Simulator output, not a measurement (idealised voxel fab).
Name of the process module below: voxel transistor to metal
This is section cut - it's 150 nm across, gridded in 5 nm square cells.
Cross-section = grid of square cells, listed top down in bands; band = one or more rows.
Band entry format. Leading values: height of top, height of bottom, nm. Remainder: materials in left-to-right order, each with its width in nm. Special words: "throughout" on a single material, which then fills the band edge to edge; "air", empty space.
Ref level 0: as-received wafer is one material below here. Bottom band extends down with no lower bound ("z 0 and below").
With a width like "30 to 40", each row of cells in the band differs from the next by the same amount, the top row carrying the first number and the bottom row the second.
Basically "nothing altered" means that step didn't change any cell in the cross-section.
Listed in "Sealed internal voids": every empty space of 8 or more cells without an open way to the top. Form: width x height at distance, the distance being from the left edge, all in nm.
Formally, on a step line, whatever follows the settings is a remark that the simulator itself makes on the step.
Each step line may optionally specify "overlay nm", which for a step with a mask gives the rightward distance between the mask's planned place and where it lay, a negative value indicating the leftward direction.
HERE'S WHAT THE PLANNED PROCESS STEPS LOOK LIKE
- 1: RECEIVE (material Si)
- 2: OXIDIZE (depth nm 5)
- 3: CONFORMAL_DEP (material SiN; thk nm 10)
- 4: MASKED_ETCH (tone cover; mask id ACTIVE; width nm 115; etch materials SiN; depth nm 10; overlay nm 0)
- 5: MASKED_ETCH (tone cover; mask id ACTIVE; width nm 115; etch materials SiO2; depth nm 5; overlay nm 0)
- 6: MASKED_ETCH (tone cover; mask id ACTIVE; width nm 115; etch materials Si; depth nm 20; overlay nm 0)
- 7: FILL_DEP (material SiO2; thk nm 15)
- 8: CMP (height nm 10)
- 9: SELECTIVE_ETCH (etch materials SiO2; depth nm 5)
- 10: STRIP (etch materials SiN)
- 11: SELECTIVE_ETCH (etch materials SiO2; depth nm 5)
- 12: OXIDIZE (depth nm 5)
- 13: DIRECTIONAL_DEP (material polySi; thk nm 30)
- 14: DIRECTIONAL_DEP (material SiCN; thk nm 15)
- 15: MASKED_ETCH (tone cover; mask id GATE; width nm 35; etch materials SiCN; depth nm 25; overlay nm 0)
- 16: MASKED_ETCH (tone cover; mask id GATE; width nm 35; etch materials polySi; depth nm 40; overlay nm 0)
- 17: CONFORMAL_DEP (material SiN; thk nm 5)
- 18: DIRECTIONAL_ETCH (etch materials SiN; depth nm 5)
- 19: DIRECTIONAL_ETCH (etch materials SiO2; depth nm 5)
- 20: DIRECTIONAL_ETCH (etch materials Si; depth nm 5)
- 21: EPI (material nSi; thk nm 5)
- 22: FILL_DEP (material SiO2; thk nm 10)
- 23: CMP (height nm 25)
- 24: STRIP (etch materials polySi)
- 25: SELECTIVE_ETCH (etch materials SiO2; depth nm 5)
- 26: CONFORMAL_DEP (material HfO2; thk nm 5)
- 27: CONFORMAL_DEP (material TiN; thk nm 5)
- 28: FILL_DEP (material W; thk nm 5)
- 29: CMP (height nm 20)
- 30: DIRECTIONAL_DEP (material SiO2; thk nm 15)
- 31: DIRECTIONAL_DEP (material aC; thk nm 15)
- 32: PATTERN (tone open; mask id CONTACT; material resist; width nm 15; pitch nm 80; thk nm 30; overlay nm 0)
- 33: DIRECTIONAL_ETCH (etch materials aC; depth nm 15)
- 34: STRIP (etch materials resist)
- 35: DIRECTIONAL_ETCH (etch materials SiO2; depth nm 45)
- 36: STRIP (etch materials aC)
- 37: CONFORMAL_DEP (material TiN; thk nm 5)
- 38: FILL_DEP (material W; thk nm 10)
- 39: CMP (height nm 35)
- 40: DIRECTIONAL_DEP (material TiN; thk nm 5)
- 41: DIRECTIONAL_DEP (material Ru; thk nm 25)
- 42: PATTERN (tone cover; mask id METAL_1; material resist; width nm 15; pitch nm 80; thk nm 15; overlay nm 0)
- 43: DIRECTIONAL_ETCH (etch materials Ru; depth nm 25)
- 44: DIRECTIONAL_ETCH (etch materials TiN; depth nm 5)
- 45: STRIP (etch materials resist)
- 46: FILL_DEP (material lowk; thk nm 10)
- 47: CMP (height nm 65)
- 48: CONFORMAL_DEP (material SiN; thk nm 5)
SO, THE FIRST OF OUR TWO WAFERS, RUN JUST AS WE PLANNED IT
CROSS-SECTION OF THE WAFER AT RECEIPT, WHICH IS THE CONDITION AFTER STEP 1
> z 0 and below  Si throughout
> Sealed internal voids: none
STEP 2 DONE - WAFER CROSS-SECTION
> z 0 to -5  SiO2 throughout
> Beneath the level -5, the cross-section is identical to its previous state.
STEP 3 DONE - WAFER CROSS-SECTION
> z 10 to 0  SiN throughout
> Beneath the level 0, the cross-section is identical to its previous state.
STEP 4 DONE - WAFER CROSS-SECTION
> z 10 to 0  air 15 nm  SiN 115 nm  air 20 nm
> Beneath the level 0, the cross-section is identical to its previous state.
STEP 5 DONE - WAFER CROSS-SECTION
> z 10 to 0  air 15 nm  SiN 115 nm  air 20 nm
> z 0 to -5  air 15 nm  SiO2 115 nm  air 20 nm
> Beneath the level -5, the cross-section is identical to its previous state.
STEP 6 DONE - WAFER CROSS-SECTION
> z 10 to 0  air 15 nm  SiN 115 nm  air 20 nm
> z 0 to -5  air 15 nm  SiO2 115 nm  air 20 nm
> z -5 to -25  air 15 nm  Si 115 nm  air 20 nm
> Beneath the level -25, the cross-section is identical to its previous state.
STEP 7 DONE - WAFER CROSS-SECTION
> z 25 to 10  SiO2 throughout
> z 10 to 0  SiO2 15 nm  SiN 115 nm  SiO2 20 nm
> z 0 to -5  SiO2 throughout
> z -5 to -25  SiO2 15 nm  Si 115 nm  SiO2 20 nm
> Beneath the level -25, the cross-section is identical to its previous state.
STEP 8 DONE - WAFER CROSS-SECTION
> z 10 to 0  SiO2 15 nm  SiN 115 nm  SiO2 20 nm
> Beneath the level 0, the cross-section is identical to its previous state.
STEP 9 DONE - WAFER CROSS-SECTION
> z 10 to 5  air 15 nm  SiN 115 nm  air 20 nm
> Beneath the level 5, the cross-section is identical to its previous state.
STEP 10 DONE - WAFER CROSS-SECTION
> z 5 to 0  SiO2 15 nm  air 115 nm  SiO2 20 nm
> Beneath the level 0, the cross-section is identical to its previous state.
STEP 11 DONE - WAFER CROSS-SECTION
> z 0 to -5  SiO2 10 nm  air 125 nm  SiO2 15 nm
> Beneath the level -5, the cross-section is identical to its previous state.
STEP 12 DONE - WAFER CROSS-SECTION
> z 0 to -5  SiO2 10 nm  air 125 nm  SiO2 15 nm
> z -5 to -10  SiO2 throughout
> Beneath the level -10, the cross-section is identical to its previous state.
STEP 13 DONE - WAFER CROSS-SECTION
> z 30 to 25  polySi 10 nm  air 125 nm  polySi 15 nm
> z 25 to 0  polySi throughout
> z 0 to -5  SiO2 10 nm  polySi 125 nm  SiO2 15 nm
> Beneath the level -5, the cross-section is identical to its previous state.
STEP 14 DONE - WAFER CROSS-SECTION
> z 45 to 40  SiCN 10 nm  air 125 nm  SiCN 15 nm
> z 40 to 30  SiCN throughout
> z 30 to 25  polySi 10 nm  SiCN 125 nm  polySi 15 nm
> Beneath the level 25, the cross-section is identical to its previous state.
STEP 15 DONE - WAFER CROSS-SECTION
> z 40 to 30  air 55 nm  SiCN 35 nm  air 60 nm
> z 30 to 25  polySi 10 nm  air 45 nm  SiCN 35 nm  air 45 nm  polySi 15 nm
> Beneath the level 25, the cross-section is identical to its previous state.
STEP 16 DONE - WAFER CROSS-SECTION
> z 40 to 25  air 55 nm  SiCN 35 nm  air 60 nm
> z 25 to 0  air 55 nm  polySi 35 nm  air 60 nm
> z 0 to -5  SiO2 10 nm  air 45 nm  polySi 35 nm  air 45 nm  SiO2 15 nm
> Beneath the level -5, the cross-section is identical to its previous state.
STEP 17 DONE - WAFER CROSS-SECTION
> z 45 to 40  air 50 nm  SiN 45 nm  air 55 nm
> z 40 to 25  air 50 nm  SiN 5 nm  SiCN 35 nm  SiN 5 nm  air 55 nm
> z 25 to 5  air 50 nm  SiN 5 nm  polySi 35 nm  SiN 5 nm  air 55 nm
> z 5 to 0  SiN 15 nm  air 35 nm  SiN 5 nm  polySi 35 nm  SiN 5 nm  air 35 nm  SiN 20 nm
> z 0 to -5  SiO2 10 nm  SiN 45 nm  polySi 35 nm  SiN 45 nm  SiO2 15 nm
> Beneath the level -5, the cross-section is identical to its previous state.
STEP 18 DONE - WAFER CROSS-SECTION
> z 40 to 25  air 50 nm  SiN 5 nm  SiCN 35 nm  SiN 5 nm  air 55 nm
> z 25 to 0  air 50 nm  SiN 5 nm  polySi 35 nm  SiN 5 nm  air 55 nm
> z 0 to -5  SiO2 10 nm  SiN 5 nm  air 35 nm  SiN 5 nm  polySi 35 nm  SiN 5 nm  air 35 nm  SiN 5 nm  SiO2 15 nm
> Beneath the level -5, the cross-section is identical to its previous state.
STEP 19 DONE - WAFER CROSS-SECTION
> z 40 to 25  air 50 nm  SiN 5 nm  SiCN 35 nm  SiN 5 nm  air 55 nm
> z 25 to 0  air 50 nm  SiN 5 nm  polySi 35 nm  SiN 5 nm  air 55 nm
> z 0 to -5  air 10 nm  SiN 5 nm  air 35 nm  SiN 5 nm  polySi 35 nm  SiN 5 nm  air 35 nm  SiN 5 nm  air 15 nm
> z -5 to -10  SiO2 15 nm  air 35 nm  SiO2 45 nm  air 35 nm  SiO2 20 nm
> Beneath the level -10, the cross-section is identical to its previous state.
STEP 20 DONE - WAFER CROSS-SECTION
> z 40 to 25  air 50 nm  SiN 5 nm  SiCN 35 nm  SiN 5 nm  air 55 nm
> z 25 to 0  air 50 nm  SiN 5 nm  polySi 35 nm  SiN 5 nm  air 55 nm
> z 0 to -5  air 10 nm  SiN 5 nm  air 35 nm  SiN 5 nm  polySi 35 nm  SiN 5 nm  air 35 nm  SiN 5 nm  air 15 nm
> z -5 to -10  SiO2 15 nm  air 35 nm  SiO2 45 nm  air 35 nm  SiO2 20 nm
> z -10 to -15  SiO2 15 nm  air 35 nm  Si 45 nm  air 35 nm  SiO2 20 nm
> Beneath the level -15, the cross-section is identical to its previous state.
STEP 21 DONE - WAFER CROSS-SECTION
> z 40 to 25  air 50 nm  SiN 5 nm  SiCN 35 nm  SiN 5 nm  air 55 nm
> z 25 to 0  air 50 nm  SiN 5 nm  polySi 35 nm  SiN 5 nm  air 55 nm
> z 0 to -5  air 10 nm  SiN 5 nm  air 35 nm  SiN 5 nm  polySi 35 nm  SiN 5 nm  air 35 nm  SiN 5 nm  air 15 nm
> z -5 to -10  SiO2 15 nm  air 30 nm  nSi 5 nm  SiO2 45 nm  nSi 5 nm  air 30 nm  SiO2 20 nm
> z -10 to -15  SiO2 15 nm  nSi 35 nm  Si 45 nm  nSi 35 nm  SiO2 20 nm
> Beneath the level -15, the cross-section is identical to its previous state.
STEP 22 DONE - WAFER CROSS-SECTION
> z 50 to 40  SiO2 throughout
> z 40 to 25  SiO2 50 nm  SiN 5 nm  SiCN 35 nm  SiN 5 nm  SiO2 55 nm
> z 25 to 0  SiO2 50 nm  SiN 5 nm  polySi 35 nm  SiN 5 nm  SiO2 55 nm
> z 0 to -5  SiO2 10 nm  SiN 5 nm  SiO2 35 nm  SiN 5 nm  polySi 35 nm  SiN 5 nm  SiO2 35 nm  SiN 5 nm  SiO2 15 nm
> z -5 to -10  SiO2 45 nm  nSi 5 nm  SiO2 45 nm  nSi 5 nm  SiO2 50 nm
> Beneath the level -10, the cross-section is identical to its previous state.
STEP 23 DONE - WAFER CROSS-SECTION
> z 25 to 0  SiO2 50 nm  SiN 5 nm  polySi 35 nm  SiN 5 nm  SiO2 55 nm
> Beneath the level 0, the cross-section is identical to its previous state.
STEP 24 DONE - WAFER CROSS-SECTION
> z 25 to 0  SiO2 50 nm  SiN 5 nm  air 35 nm  SiN 5 nm  SiO2 55 nm
> z 0 to -5  SiO2 10 nm  SiN 5 nm  SiO2 35 nm  SiN 5 nm  air 35 nm  SiN 5 nm  SiO2 35 nm  SiN 5 nm  SiO2 15 nm
> Beneath the level -5, the cross-section is identical to its previous state.
STEP 25 DONE - WAFER CROSS-SECTION
> z 25 to 20  air 50 nm  SiN 5 nm  air 35 nm  SiN 5 nm  air 55 nm
> z 20 to 0  SiO2 50 nm  SiN 5 nm  air 35 nm  SiN 5 nm  SiO2 55 nm
> z 0 to -5  SiO2 10 nm  SiN 5 nm  SiO2 35 nm  SiN 5 nm  air 35 nm  SiN 5 nm  SiO2 35 nm  SiN 5 nm  SiO2 15 nm
> z -5 to -10  SiO2 45 nm  nSi 5 nm  air 45 nm  nSi 5 nm  SiO2 50 nm
> Beneath the level -10, the cross-section is identical to its previous state.
STEP 26 DONE - WAFER CROSS-SECTION
> z 30 to 25  air 45 nm  HfO2 15 nm  air 25 nm  HfO2 15 nm  air 50 nm
> z 25 to 20  HfO2 50 nm  SiN 5 nm  HfO2 5 nm  air 25 nm  HfO2 5 nm  SiN 5 nm  HfO2 55 nm
> z 20 to 0  SiO2 50 nm  SiN 5 nm  HfO2 5 nm  air 25 nm  HfO2 5 nm  SiN 5 nm  SiO2 55 nm
> z 0 to -5  SiO2 10 nm  SiN 5 nm  SiO2 35 nm  SiN 5 nm  HfO2 5 nm  air 25 nm  HfO2 5 nm  SiN 5 nm  SiO2 35 nm  SiN 5 nm  SiO2 15 nm
> z -5 to -10  SiO2 45 nm  nSi 5 nm  HfO2 45 nm  nSi 5 nm  SiO2 50 nm
> Beneath the level -10, the cross-section is identical to its previous state.
STEP 27 DONE - WAFER CROSS-SECTION
> z 35 to 30  air 40 nm  TiN 25 nm  air 15 nm  TiN 25 nm  air 45 nm
> z 30 to 25  TiN 45 nm  HfO2 15 nm  TiN 5 nm  air 15 nm  TiN 5 nm  HfO2 15 nm  TiN 50 nm
> z 25 to 20  HfO2 50 nm  SiN 5 nm  HfO2 5 nm  TiN 5 nm  air 15 nm  TiN 5 nm  HfO2 5 nm  SiN 5 nm  HfO2 55 nm
> z 20 to 0  SiO2 50 nm  SiN 5 nm  HfO2 5 nm  TiN 5 nm  air 15 nm  TiN 5 nm  HfO2 5 nm  SiN 5 nm  SiO2 55 nm
> z 0 to -5  SiO2 10 nm  SiN 5 nm  SiO2 35 nm  SiN 5 nm  HfO2 5 nm  TiN 25 nm  HfO2 5 nm  SiN 5 nm  SiO2 35 nm  SiN 5 nm  SiO2 15 nm
> Beneath the level -5, the cross-section is identical to its previous state.
STEP 28 DONE - WAFER CROSS-SECTION
> z 40 to 35  W throughout
> z 35 to 30  W 40 nm  TiN 25 nm  W 15 nm  TiN 25 nm  W 45 nm
> z 30 to 25  TiN 45 nm  HfO2 15 nm  TiN 5 nm  W 15 nm  TiN 5 nm  HfO2 15 nm  TiN 50 nm
> z 25 to 20  HfO2 50 nm  SiN 5 nm  HfO2 5 nm  TiN 5 nm  W 15 nm  TiN 5 nm  HfO2 5 nm  SiN 5 nm  HfO2 55 nm
> z 20 to 0  SiO2 50 nm  SiN 5 nm  HfO2 5 nm  TiN 5 nm  W 15 nm  TiN 5 nm  HfO2 5 nm  SiN 5 nm  SiO2 55 nm
> Beneath the level 0, the cross-section is identical to its previous state.
STEP 29 DONE - WAFER CROSS-SECTION
> z 20 to 0  SiO2 50 nm  SiN 5 nm  HfO2 5 nm  TiN 5 nm  W 15 nm  TiN 5 nm  HfO2 5 nm  SiN 5 nm  SiO2 55 nm
> Beneath the level 0, the cross-section is identical to its previous state.
STEP 30 DONE - WAFER CROSS-SECTION
> z 35 to 20  SiO2 throughout
> Beneath the level 20, the cross-section is identical to its previous state.
STEP 31 DONE - WAFER CROSS-SECTION
> z 50 to 35  aC throughout
> Beneath the level 35, the cross-section is identical to its previous state.
STEP 32 DONE - WAFER CROSS-SECTION
> z 80 to 50  resist 25 nm  air 15 nm  resist 65 nm  air 15 nm  resist 30 nm
> Beneath the level 50, the cross-section is identical to its previous state.
STEP 33 DONE - WAFER CROSS-SECTION
> z 65 to 50  resist 25 nm  air 15 nm  resist 65 nm  air 15 nm  resist 30 nm
> z 50 to 35  aC 25 nm  air 15 nm  aC 65 nm  air 15 nm  aC 30 nm
> Beneath the level 35, the cross-section is identical to its previous state.
STEP 34 DONE - WAFER CROSS-SECTION
> z 50 to 35  aC 25 nm  air 15 nm  aC 65 nm  air 15 nm  aC 30 nm
> Beneath the level 35, the cross-section is identical to its previous state.
STEP 35 DONE - WAFER CROSS-SECTION
> z 50 to 35  aC 25 nm  air 15 nm  aC 65 nm  air 15 nm  aC 30 nm
> z 35 to 20  SiO2 25 nm  air 15 nm  SiO2 65 nm  air 15 nm  SiO2 30 nm
> z 20 to 0  SiO2 25 nm  air 15 nm  SiO2 10 nm  SiN 5 nm  HfO2 5 nm  TiN 5 nm  W 15 nm  TiN 5 nm  HfO2 5 nm  SiN 5 nm  SiO2 10 nm  air 15 nm  SiO2 30 nm
> z 0 to -5  SiO2 10 nm  SiN 5 nm  SiO2 10 nm  air 15 nm  SiO2 10 nm  SiN 5 nm  HfO2 5 nm  TiN 25 nm  HfO2 5 nm  SiN 5 nm  SiO2 10 nm  air 15 nm  SiO2 10 nm  SiN 5 nm  SiO2 15 nm
> z -5 to -10  SiO2 25 nm  air 15 nm  SiO2 5 nm  nSi 5 nm  HfO2 45 nm  nSi 5 nm  SiO2 5 nm  air 15 nm  SiO2 30 nm
> Beneath the level -10, the cross-section is identical to its previous state.
STEP 36 DONE - WAFER CROSS-SECTION
> z 35 to 20  SiO2 25 nm  air 15 nm  SiO2 65 nm  air 15 nm  SiO2 30 nm
> Beneath the level 20, the cross-section is identical to its previous state.
STEP 37 DONE - WAFER CROSS-SECTION
> z 40 to 35  TiN 30 nm  air 5 nm  TiN 75 nm  air 5 nm  TiN 35 nm
> z 35 to 20  SiO2 25 nm  TiN 5 nm  air 5 nm  TiN 5 nm  SiO2 65 nm  TiN 5 nm  air 5 nm  TiN 5 nm  SiO2 30 nm
> z 20 to 0  SiO2 25 nm  TiN 5 nm  air 5 nm  TiN 5 nm  SiO2 10 nm  SiN 5 nm  HfO2 5 nm  TiN 5 nm  W 15 nm  TiN 5 nm  HfO2 5 nm  SiN 5 nm  SiO2 10 nm  TiN 5 nm  air 5 nm  TiN 5 nm  SiO2 30 nm
> z 0 to -5  SiO2 10 nm  SiN 5 nm  SiO2 10 nm  TiN 5 nm  air 5 nm  TiN 5 nm  SiO2 10 nm  SiN 5 nm  HfO2 5 nm  TiN 25 nm  HfO2 5 nm  SiN 5 nm  SiO2 10 nm  TiN 5 nm  air 5 nm  TiN 5 nm  SiO2 10 nm  SiN 5 nm  SiO2 15 nm
> z -5 to -10  SiO2 25 nm  TiN 15 nm  SiO2 5 nm  nSi 5 nm  HfO2 45 nm  nSi 5 nm  SiO2 5 nm  TiN 15 nm  SiO2 30 nm
> Beneath the level -10, the cross-section is identical to its previous state.
STEP 38 DONE - WAFER CROSS-SECTION
> z 50 to 40  W throughout
> z 40 to 35  TiN 30 nm  W 5 nm  TiN 75 nm  W 5 nm  TiN 35 nm
> z 35 to 20  SiO2 25 nm  TiN 5 nm  W 5 nm  TiN 5 nm  SiO2 65 nm  TiN 5 nm  W 5 nm  TiN 5 nm  SiO2 30 nm
> z 20 to 0  SiO2 25 nm  TiN 5 nm  W 5 nm  TiN 5 nm  SiO2 10 nm  SiN 5 nm  HfO2 5 nm  TiN 5 nm  W 15 nm  TiN 5 nm  HfO2 5 nm  SiN 5 nm  SiO2 10 nm  TiN 5 nm  W 5 nm  TiN 5 nm  SiO2 30 nm
> z 0 to -5  SiO2 10 nm  SiN 5 nm  SiO2 10 nm  TiN 5 nm  W 5 nm  TiN 5 nm  SiO2 10 nm  SiN 5 nm  HfO2 5 nm  TiN 25 nm  HfO2 5 nm  SiN 5 nm  SiO2 10 nm  TiN 5 nm  W 5 nm  TiN 5 nm  SiO2 10 nm  SiN 5 nm  SiO2 15 nm
> Beneath the level -5, the cross-section is identical to its previous state.
STEP 39 DONE - WAFER CROSS-SECTION
> z 35 to 20  SiO2 25 nm  TiN 5 nm  W 5 nm  TiN 5 nm  SiO2 65 nm  TiN 5 nm  W 5 nm  TiN 5 nm  SiO2 30 nm
> Beneath the level 20, the cross-section is identical to its previous state.
STEP 40 DONE - WAFER CROSS-SECTION
> z 40 to 35  TiN throughout
> Beneath the level 35, the cross-section is identical to its previous state.
STEP 41 DONE - WAFER CROSS-SECTION
> z 65 to 40  Ru throughout
> Beneath the level 40, the cross-section is identical to its previous state.
STEP 42 DONE - WAFER CROSS-SECTION
> z 80 to 65  air 25 nm  resist 15 nm  air 65 nm  resist 15 nm  air 30 nm
> Beneath the level 65, the cross-section is identical to its previous state.
STEP 43 DONE - WAFER CROSS-SECTION
> z 80 to 65  air 25 nm  resist 15 nm  air 65 nm  resist 15 nm  air 30 nm
> z 65 to 40  air 25 nm  Ru 15 nm  air 65 nm  Ru 15 nm  air 30 nm
> Beneath the level 40, the cross-section is identical to its previous state.
STEP 44 DONE - WAFER CROSS-SECTION
> z 80 to 65  air 25 nm  resist 15 nm  air 65 nm  resist 15 nm  air 30 nm
> z 65 to 40  air 25 nm  Ru 15 nm  air 65 nm  Ru 15 nm  air 30 nm
> z 40 to 35  air 25 nm  TiN 15 nm  air 65 nm  TiN 15 nm  air 30 nm
> Beneath the level 35, the cross-section is identical to its previous state.
STEP 45 DONE - WAFER CROSS-SECTION
> z 65 to 40  air 25 nm  Ru 15 nm  air 65 nm  Ru 15 nm  air 30 nm
> Beneath the level 40, the cross-section is identical to its previous state.
STEP 46 DONE - WAFER CROSS-SECTION
> z 75 to 65  lowk throughout
> z 65 to 40  lowk 25 nm  Ru 15 nm  lowk 65 nm  Ru 15 nm  lowk 30 nm
> z 40 to 35  lowk 25 nm  TiN 15 nm  lowk 65 nm  TiN 15 nm  lowk 30 nm
> Beneath the level 35, the cross-section is identical to its previous state.
STEP 47 DONE - WAFER CROSS-SECTION
> z 65 to 40  lowk 25 nm  Ru 15 nm  lowk 65 nm  Ru 15 nm  lowk 30 nm
> Beneath the level 40, the cross-section is identical to its previous state.
STEP 48 DONE - WAFER CROSS-SECTION
> z 70 to 65  SiN throughout
> Beneath the level 65, the cross-section is identical to its previous state.
SECOND WAFER. START AND PLAN AS FOR THE FIRST. ONE MISTAKE MADE IN RUNNING. AGREES WITH THE FIRST UP TO AND INCLUDING STEP 31
SECOND WAFER AT THE PLANNED FINISH OF STEP 32, SEEN IN CROSS-SECTION
> z 80 to 50  air 25 nm  resist 15 nm  air 65 nm  resist 15 nm  air 30 nm
> Beneath the level 50, the cross-section is identical to its previous state.
SECOND WAFER AT THE PLANNED FINISH OF STEP 33, SEEN IN CROSS-SECTION
> z 65 to 50  air 25 nm  resist 15 nm  air 65 nm  resist 15 nm  air 30 nm
> z 50 to 35  air 25 nm  aC 15 nm  air 65 nm  aC 15 nm  air 30 nm
> Beneath the level 35, the cross-section is identical to its previous state.
SECOND WAFER AT THE PLANNED FINISH OF STEP 34, SEEN IN CROSS-SECTION
> z 50 to 35  air 25 nm  aC 15 nm  air 65 nm  aC 15 nm  air 30 nm
> Beneath the level 35, the cross-section is identical to its previous state.
SECOND WAFER AT THE PLANNED FINISH OF STEP 35, SEEN IN CROSS-SECTION
> z 50 to 35  air 25 nm  aC 15 nm  air 65 nm  aC 15 nm  air 30 nm
> z 35 to 20  air 25 nm  SiO2 15 nm  air 65 nm  SiO2 15 nm  air 30 nm
> z 20 to 0  air 25 nm  SiO2 15 nm  air 10 nm  SiN 5 nm  HfO2 5 nm  TiN 5 nm  W 15 nm  TiN 5 nm  HfO2 5 nm  SiN 5 nm  air 10 nm  SiO2 15 nm  air 30 nm
> z 0 to -5  air 10 nm  SiN 5 nm  air 10 nm  SiO2 15 nm  air 10 nm  SiN 5 nm  HfO2 5 nm  TiN 25 nm  HfO2 5 nm  SiN 5 nm  air 10 nm  SiO2 15 nm  air 10 nm  SiN 5 nm  air 15 nm
> z -5 to -10  air 10 nm  SiO2 5 nm  air 10 nm  SiO2 15 nm  air 5 nm  nSi 5 nm  HfO2 45 nm  nSi 5 nm  air 5 nm  SiO2 15 nm  air 10 nm  SiO2 5 nm  air 15 nm
> Beneath the level -10, the cross-section is identical to its previous state.
SECOND WAFER AT THE PLANNED FINISH OF STEP 36, SEEN IN CROSS-SECTION
> z 35 to 20  air 25 nm  SiO2 15 nm  air 65 nm  SiO2 15 nm  air 30 nm
> Beneath the level 20, the cross-section is identical to its previous state.
SECOND WAFER AT THE PLANNED FINISH OF STEP 37, SEEN IN CROSS-SECTION
> z 40 to 35  air 20 nm  TiN 25 nm  air 55 nm  TiN 25 nm  air 25 nm
> z 35 to 25  air 20 nm  TiN 5 nm  SiO2 15 nm  TiN 5 nm  air 55 nm  TiN 5 nm  SiO2 15 nm  TiN 5 nm  air 25 nm
> z 25 to 20  air 20 nm  TiN 5 nm  SiO2 15 nm  TiN 65 nm  SiO2 15 nm  TiN 5 nm  air 25 nm
> z 20 to 5  air 20 nm  TiN 5 nm  SiO2 15 nm  TiN 10 nm  SiN 5 nm  HfO2 5 nm  TiN 5 nm  W 15 nm  TiN 5 nm  HfO2 5 nm  SiN 5 nm  TiN 10 nm  SiO2 15 nm  TiN 5 nm  air 25 nm
> z 5 to 0  air 5 nm  TiN 20 nm  SiO2 15 nm  TiN 10 nm  SiN 5 nm  HfO2 5 nm  TiN 5 nm  W 15 nm  TiN 5 nm  HfO2 5 nm  SiN 5 nm  TiN 10 nm  SiO2 15 nm  TiN 20 nm  air 10 nm
> z 0 to -5  air 5 nm  TiN 5 nm  SiN 5 nm  TiN 10 nm  SiO2 15 nm  TiN 10 nm  SiN 5 nm  HfO2 5 nm  TiN 25 nm  HfO2 5 nm  SiN 5 nm  TiN 10 nm  SiO2 15 nm  TiN 10 nm  SiN 5 nm  TiN 5 nm  air 10 nm
> z -5 to -10  TiN 10 nm  SiO2 5 nm  TiN 10 nm  SiO2 15 nm  TiN 5 nm  nSi 5 nm  HfO2 45 nm  nSi 5 nm  TiN 5 nm  SiO2 15 nm  TiN 10 nm  SiO2 5 nm  TiN 15 nm
> Beneath the level -10, the cross-section is identical to its previous state.
SECOND WAFER AT THE PLANNED FINISH OF STEP 38, SEEN IN CROSS-SECTION
> z 50 to 40  W throughout
> z 40 to 35  W 20 nm  TiN 25 nm  W 55 nm  TiN 25 nm  W 25 nm
> z 35 to 25  W 20 nm  TiN 5 nm  SiO2 15 nm  TiN 5 nm  W 55 nm  TiN 5 nm  SiO2 15 nm  TiN 5 nm  W 25 nm
> z 25 to 20  W 20 nm  TiN 5 nm  SiO2 15 nm  TiN 65 nm  SiO2 15 nm  TiN 5 nm  W 25 nm
> z 20 to 5  W 20 nm  TiN 5 nm  SiO2 15 nm  TiN 10 nm  SiN 5 nm  HfO2 5 nm  TiN 5 nm  W 15 nm  TiN 5 nm  HfO2 5 nm  SiN 5 nm  TiN 10 nm  SiO2 15 nm  TiN 5 nm  W 25 nm
> z 5 to 0  W 5 nm  TiN 20 nm  SiO2 15 nm  TiN 10 nm  SiN 5 nm  HfO2 5 nm  TiN 5 nm  W 15 nm  TiN 5 nm  HfO2 5 nm  SiN 5 nm  TiN 10 nm  SiO2 15 nm  TiN 20 nm  W 10 nm
> z 0 to -5  W 5 nm  TiN 5 nm  SiN 5 nm  TiN 10 nm  SiO2 15 nm  TiN 10 nm  SiN 5 nm  HfO2 5 nm  TiN 25 nm  HfO2 5 nm  SiN 5 nm  TiN 10 nm  SiO2 15 nm  TiN 10 nm  SiN 5 nm  TiN 5 nm  W 10 nm
> Beneath the level -5, the cross-section is identical to its previous state.
SECOND WAFER AT THE PLANNED FINISH OF STEP 39, SEEN IN CROSS-SECTION
> z 35 to 25  W 20 nm  TiN 5 nm  SiO2 15 nm  TiN 5 nm  W 55 nm  TiN 5 nm  SiO2 15 nm  TiN 5 nm  W 25 nm
> Beneath the level 25, the cross-section is identical to its previous state.
SECOND WAFER AT THE PLANNED FINISH OF STEP 40, SEEN IN CROSS-SECTION
> z 40 to 35  TiN throughout
> Beneath the level 35, the cross-section is identical to its previous state.
SECOND WAFER AT THE PLANNED FINISH OF STEP 41, SEEN IN CROSS-SECTION
> z 65 to 40  Ru throughout
> Beneath the level 40, the cross-section is identical to its previous state.
SECOND WAFER AT THE PLANNED FINISH OF STEP 42, SEEN IN CROSS-SECTION
> z 80 to 65  air 25 nm  resist 15 nm  air 65 nm  resist 15 nm  air 30 nm
> Beneath the level 65, the cross-section is identical to its previous state.
SECOND WAFER AT THE PLANNED FINISH OF STEP 43, SEEN IN CROSS-SECTION
> z 80 to 65  air 25 nm  resist 15 nm  air 65 nm  resist 15 nm  air 30 nm
> z 65 to 40  air 25 nm  Ru 15 nm  air 65 nm  Ru 15 nm  air 30 nm
> Beneath the level 40, the cross-section is identical to its previous state.
SECOND WAFER AT THE PLANNED FINISH OF STEP 44, SEEN IN CROSS-SECTION
> z 80 to 65  air 25 nm  resist 15 nm  air 65 nm  resist 15 nm  air 30 nm
> z 65 to 40  air 25 nm  Ru 15 nm  air 65 nm  Ru 15 nm  air 30 nm
> z 40 to 35  air 25 nm  TiN 15 nm  air 65 nm  TiN 15 nm  air 30 nm
> Beneath the level 35, the cross-section is identical to its previous state.
SECOND WAFER AT THE PLANNED FINISH OF STEP 45, SEEN IN CROSS-SECTION
> z 65 to 40  air 25 nm  Ru 15 nm  air 65 nm  Ru 15 nm  air 30 nm
> Beneath the level 40, the cross-section is identical to its previous state.
SECOND WAFER AT THE PLANNED FINISH OF STEP 46, SEEN IN CROSS-SECTION
> z 75 to 65  lowk throughout
> z 65 to 40  lowk 25 nm  Ru 15 nm  lowk 65 nm  Ru 15 nm  lowk 30 nm
> z 40 to 35  lowk 25 nm  TiN 15 nm  lowk 65 nm  TiN 15 nm  lowk 30 nm
> Beneath the level 35, the cross-section is identical to its previous state.
SECOND WAFER AT THE PLANNED FINISH OF STEP 47, SEEN IN CROSS-SECTION
> z 65 to 40  lowk 25 nm  Ru 15 nm  lowk 65 nm  Ru 15 nm  lowk 30 nm
> Beneath the level 40, the cross-section is identical to its previous state.
SECOND WAFER AT THE PLANNED FINISH OF STEP 48, SEEN IN CROSS-SECTION
> z 70 to 65  SiN throughout
> Beneath the level 65, the cross-section is identical to its previous state.
Deviation noted in wafer processing: in deviation from the planned setting, step 32 was conducted as PATTERN (tone cover; mask id CONTACT; material resist; width nm 15; pitch nm 80; thk nm 30; overlay nm 0)
at the end the second wafer has, in cells: SiO2: 102 fewer; TiN: 36 more; W: 66 more
